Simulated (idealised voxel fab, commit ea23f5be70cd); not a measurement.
process module | voxel wiring stack
cross-section cut | 270 nm wide | cells 5 nm
A cross-section is a grid of square cells, given in bands from the top down. A band is one or more rows of cells.
Each band's line starts with the height of the band's top and of its bottom, in nm. Then come its materials from left to right, each with its width in nm. One material with "throughout" fills the band from edge to edge. "air" is empty space.
Height 0 is the level under which the wafer as received is all one material. The lowest band goes on downwards, as in "0 down".
A width such as "30 to 40" changes by the same amount from each row of cells to the next, from the band's top row to its bottom row.
"no change" after a step means that no cell of the cross-section changed.
closed voids: empty space of 8 cells or more with no open way to the top, each as width x height at its distance from the left edge, in nm
after a step's settings: what the simulator itself notes on the step
overlay nm, on a step with a mask: how far to the right of its planned place the mask lay; to the left if negative
plan
1 op RECEIVE | material Si
2 op CONFORMAL_DEP | material SiO2 | thk nm 15
3 op CONFORMAL_DEP | material SiN | thk nm 5
4 op DIRECTIONAL_DEP | material lowk | thk nm 15
5 op PATTERN | tone open | mask id METAL_1 | material resist | width nm 30 | pitch nm 60 | thk nm 20 | overlay nm 0
6 op DIRECTIONAL_ETCH | etch materials lowk | depth nm 15
7 op DIRECTIONAL_ETCH | etch materials SiN | depth nm 5
8 op STRIP | etch materials resist
9 op CONFORMAL_DEP | material TiN | thk nm 5
10 op FILL_DEP | material Cu | thk nm 5
11 op CMP | height nm 35
12 op CONFORMAL_DEP | material SiCN | thk nm 5
13 op DIRECTIONAL_DEP | material lowk | thk nm 30
14 op DIRECTIONAL_DEP | material aC | thk nm 10
15 op PATTERN | tone open | mask id METAL_2 | material resist | width nm 30 | pitch nm 60 | thk nm 25 | overlay nm 0
16 op DIRECTIONAL_ETCH | etch materials aC | depth nm 10
17 op STRIP | etch materials resist
18 op DIRECTIONAL_ETCH | etch materials lowk | depth nm 20
19 op STRIP | etch materials aC
20 op MASKED_ETCH | tone open | mask id METAL_2_HOLES | width nm 15 | pitch nm 60 | etch materials lowk | depth nm 10 | overlay nm 0
21 op MASKED_ETCH | tone open | mask id METAL_2_HOLES | width nm 15 | pitch nm 60 | etch materials SiCN | depth nm 5 | overlay nm 0
22 op CONFORMAL_DEP | material TiN | thk nm 5
23 op FILL_DEP | material Cu | thk nm 5
24 op CMP | height nm 70
25 op CONFORMAL_DEP | material SiCN | thk nm 5
26 op DIRECTIONAL_DEP | material lowk | thk nm 30
27 op DIRECTIONAL_DEP | material aC | thk nm 10
28 op PATTERN | tone open | mask id METAL_3_HOLES | material resist | width nm 15 | pitch nm 120 | thk nm 25 | overlay nm 0
29 op DIRECTIONAL_ETCH | etch materials aC | depth nm 10
30 op STRIP | etch materials resist
31 op DIRECTIONAL_ETCH | etch materials lowk | depth nm 30
32 op STRIP | etch materials aC
33 op DIRECTIONAL_DEP | material aC | thk nm 10
34 op PATTERN | tone open | mask id METAL_3 | material resist | width nm 30 | pitch nm 60 | thk nm 25 | overlay nm 0
35 op DIRECTIONAL_ETCH | etch materials aC | depth nm 10
36 op STRIP | etch materials resist
37 op DIRECTIONAL_ETCH | etch materials lowk | depth nm 15
38 op DIRECTIONAL_ETCH | etch materials SiCN | depth nm 5
39 op STRIP | etch materials aC
40 op CONFORMAL_DEP | material TiN | thk nm 5
41 op FILL_DEP | material Cu | thk nm 5
42 op CMP | height nm 105
43 op CONFORMAL_DEP | material SiCN | thk nm 5
as received, after step 1
  0 down: Si throughout
  closed voids: none
a wafer at the end: this start, this plan, one mistake
  110 to 105: SiCN throughout
  105 to 95: lowk 30 | TiN 5 | Cu 20 | TiN 5 | lowk 30 | TiN 5 | Cu 20 | TiN 5 | lowk 30 | TiN 5 | Cu 20 | TiN 5 | lowk 30 | TiN 5 | Cu 20 | TiN 5 | lowk 30
  95 to 90: lowk 30 | TiN 5 | Cu 5 | TiN 20 | lowk 30 | TiN 30 | lowk 30 | TiN 5 | Cu 5 | TiN 20 | lowk 30 | TiN 30 | lowk 30
  90 to 75: lowk 30 | TiN 5 | Cu 5 | TiN 5 | lowk 105 | TiN 5 | Cu 5 | TiN 5 | lowk 105
  75 to 70: SiCN 30 | TiN 15 | SiCN 105 | TiN 15 | SiCN 105
  70 to 55: lowk 30 | SiO2 5 | Cu 20 | SiO2 5 | lowk 30 | SiO2 5 | Cu 20 | SiO2 5 | lowk 30 | SiO2 5 | Cu 20 | SiO2 5 | lowk 30 | SiO2 5 | Cu 20 | SiO2 5 | lowk 30
  55 to 50: lowk 30 | SiO2 5 | Cu 5 | SiO2 20 | lowk 30 | SiO2 5 | Cu 5 | SiO2 20 | lowk 30 | SiO2 5 | Cu 5 | SiO2 20 | lowk 30 | SiO2 5 | Cu 5 | SiO2 20 | lowk 30
  50 to 40: lowk 30 | SiO2 5 | Cu 5 | SiO2 5 | lowk 45 | SiO2 5 | Cu 5 | SiO2 5 | lowk 45 | SiO2 5 | Cu 5 | SiO2 5 | lowk 45 | SiO2 5 | Cu 5 | SiO2 5 | lowk 45
  40 to 35: SiCN 30 | SiO2 15 | SiCN 45 | SiO2 15 | SiCN 45 | SiO2 15 | SiCN 45 | SiO2 15 | SiCN 45
  35 to 20: lowk 30 | TiN 5 | Cu 20 | TiN 5 | lowk 30 | TiN 5 | Cu 20 | TiN 5 | lowk 30 | TiN 5 | Cu 20 | TiN 5 | lowk 30 | TiN 5 | Cu 20 | TiN 5 | lowk 30
  20 to 15: SiN 30 | TiN 30 | SiN 30 | TiN 30 | SiN 30 | TiN 30 | SiN 30 | TiN 30 | SiN 30
  15 to 0: SiO2 throughout
  0 down: Si throughout
  closed voids: none
what went wrong: step 22 ran as: op CONFORMAL_DEP | material SiO2 | thk nm 5
